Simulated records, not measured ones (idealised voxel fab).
The process module that follows is named voxel trench capacitor.
Each square cell in cross-section cut measures 5 nm, and the section as a whole is 215 nm wide.
When this document writes out a cross-section, it uses a grid of square cells and lists it as bands, beginning at the top and moving down, with a band standing for one or more rows of cells.
Heads up on the band format: heights come first, top then bottom, in nm. After that it's the materials left to right, each with its width in nm. A single material flagged "edge to edge" fills the whole band edge to edge, and "empty" means there's empty space there.
A quick word on heights: they are counted from 0, and under that level the wafer as it came to us is one material throughout. The lowest band is different from the rest in having no bottom; it simply continues downward, written as in "0 -> down".
Width "30->40": first value at the band's top row of cells, second value at its bottom row, equal change from row to row.
"all unchanged" (step): cross-section cells unchanged, all of them.
Closed empty spaces (no open way to the top) of 8 cells or more are what "Cavities, sealed" lists, each as width x height at distance from the left edge, nm for all three.
Step line, after settings: the simulator's comment on this step.
overlay nm: how far to the right of its planned place the mask lay on this masked step (negative: to the left).

-- plan
1 RECEIVE | material Si
2 CONFORMAL_DEP | material SiN | thk nm 10
3 MASKED_ETCH | tone open | mask id TRENCH | width nm 30 | pitch nm 45 | etch materials SiN | depth nm 10 | overlay nm 0
4 MASKED_ETCH | tone open | mask id TRENCH | width nm 20 | pitch nm 45 | etch materials Si | depth nm 25 | overlay nm 0
5 CONFORMAL_DEP | material Al2O3 | thk nm 5
6 CONFORMAL_DEP | material TiN | thk nm 5
7 FILL_DEP | material W | thk nm 5
8 CMP | height nm 10
Every wafer here starts from the same state; it is the step 4 width nm that distinguishes them, and the value the plan gives belongs to the first wafer.

-- So this is the first of several wafers, cross-sectioned as it came to us, meaning it's at the end of step 1
0 -> down  Si edge to edge
Cavities, sealed: none

-- What follows is a table in which each wafer occupies a row; for the wafer as it stands at the close of the module, the row states, material by material, how many cells have been gained (+) or lost (-) since receipt, and then gives its closed voids
width nm 20, +54 Al2O3, -60 Si, +50 SiN, +42 TiN, Cavities, sealed: none
width nm 25, +54 Al2O3, -75 Si, +50 SiN, +42 TiN, +15 W, Cavities, sealed: none
width nm 30, +54 Al2O3, -90 Si, +50 SiN, +42 TiN, +30 W, Cavities, sealed: none
